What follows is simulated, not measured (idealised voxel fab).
Process module heading - voxel capacitor over wiring
Square cell edge 5 nm, section width 230 nm, ID cut.
Throughout this document, each cross-section is represented as a grid of square cells and is presented as a sequence of bands enumerated from the top downward, where a band comprises one or more rows of cells. A band entry consists of two parts. The first gives the height of the band's top and the height of its bottom, in nm. The rest lists the band's materials from left to right, each with its width in nm. A single material labelled with the word "all across" fills the band from edge to edge, and the word "empty" marks empty space. Heads up on the height convention: 0 is the point under which the incoming wafer is all one material, and the lowest band has no bottom, it just keeps going down, like "0 nm and below". So if you see something like "30..40" for the width, read it as the top row of the band sitting at the first number and the bottom row at the second, with every row in between moving by the same amount as the last. Where the words "no alteration" appear for a step, the cross-section shows no cell changed by that step; every cell remained as before. The label "Closed-off voids" introduces a list of the empty spaces, 8 cells or larger, that have no open way up to the top; each entry in it reads width x height at distance, where the distance is taken from the left edge and all three are stated in nm. If you see something after the settings on a step's line, that's the simulator's own remark about that step. "overlay nm" denotes, for a step that has a mask, the displacement of the mask to the right of its planned place, with negative values corresponding to the left.

## Set out below are the planned steps of the process
1) RECEIVE [material Si]
2) CONFORMAL_DEP [material SiO2] [thk nm 10]
3) DIRECTIONAL_DEP [material TiN] [thk nm 5]
4) DIRECTIONAL_DEP [material W] [thk nm 25]
5) DIRECTIONAL_DEP [material aC] [thk nm 10]
6) PATTERN [tone cover] [mask id METAL_1] [material resist] [width nm 30] [pitch nm 85] [thk nm 30] [overlay nm 0]
7) DIRECTIONAL_ETCH [etch materials aC] [depth nm 10]
8) STRIP [etch materials resist]
9) DIRECTIONAL_ETCH [etch materials W] [depth nm 15]
10) DIRECTIONAL_ETCH [etch materials TiN] [depth nm 5]
11) STRIP [etch materials aC]
12) FILL_DEP [material SiO2] [thk nm 5]
13) CMP [height nm 40]
14) CONFORMAL_DEP [material SiCN] [thk nm 5]
15) DIRECTIONAL_DEP [material SiO2] [thk nm 20]
16) PATTERN [tone open] [mask id PLUG_1] [material resist] [width nm 15] [thk nm 20] [overlay nm 0]
17) DIRECTIONAL_ETCH [etch materials SiO2] [depth nm 20]
18) DIRECTIONAL_ETCH [etch materials SiCN] [depth nm 5]
19) STRIP [etch materials resist]
20) CONFORMAL_DEP [material TiN] [thk nm 5]
21) FILL_DEP [material Ru] [thk nm 10]
22) CMP [height nm 65]
23) DIRECTIONAL_DEP [material TiN] [thk nm 10]
24) DIRECTIONAL_DEP [material SiN] [thk nm 5]
25) DIRECTIONAL_DEP [material TiN] [thk nm 10]
26) PATTERN [tone cover] [mask id UPPER_PLATE] [material resist] [width nm 60] [thk nm 20] [overlay nm 0]
27) DIRECTIONAL_ETCH [etch materials TiN] [depth nm 10]
28) DIRECTIONAL_ETCH [etch materials SiN] [depth nm 5]
29) STRIP [etch materials resist]
30) PATTERN [tone cover] [mask id LOWER_PLATE] [material resist] [width nm 70] [thk nm 15] [overlay nm 0]
31) DIRECTIONAL_ETCH [etch materials TiN] [depth nm 10]
32) STRIP [etch materials resist]
33) FILL_DEP [material SiO2] [thk nm 15]
34) CMP [height nm 100]
35) PATTERN [tone open] [mask id PLUG_2] [material resist] [width nm 15] [thk nm 20] [overlay nm 0]
36) DIRECTIONAL_ETCH [etch materials SiO2] [depth nm 10]
37) STRIP [etch materials resist]
38) CONFORMAL_DEP [material TiN] [thk nm 5]
39) FILL_DEP [material W] [thk nm 10]
40) CMP [height nm 100]
41) CONFORMAL_DEP [material SiN] [thk nm 5]
Every wafer here starts from the same state; it is the step 9 depth nm that distinguishes them, and the value the plan gives belongs to the first wafer.

## Cross-section, first of several wafers, as delivered after step 1
0 nm and below | Si all across
Closed-off voids: none

## Below: a row per wafer. Contents at end of module: for every material, cells gained since receipt (+) or lost since receipt (-); then closed voids
depth nm 15, +4 Ru, +43 SiCN, +58 SiN, +618 SiO2, +114 TiN, +129 W, Closed-off voids: none
depth nm 20, +4 Ru, +43 SiCN, +58 SiN, +652 SiO2, +114 TiN, +95 W, Closed-off voids: none
depth nm 25, +4 Ru, +43 SiCN, +58 SiN, +720 SiO2, +80 TiN, +61 W, Closed-off voids: none
depth nm 30, +4 Ru, +43 SiCN, +58 SiN, +720 SiO2, +80 TiN, +61 W, Closed-off voids: none
depth nm 35, +4 Ru, +43 SiCN, +58 SiN, +720 SiO2, +80 TiN, +61 W, Closed-off voids: none
depth nm 40, +4 Ru, +43 SiCN, +58 SiN, +720 SiO2, +80 TiN, +61 W, Closed-off voids: none
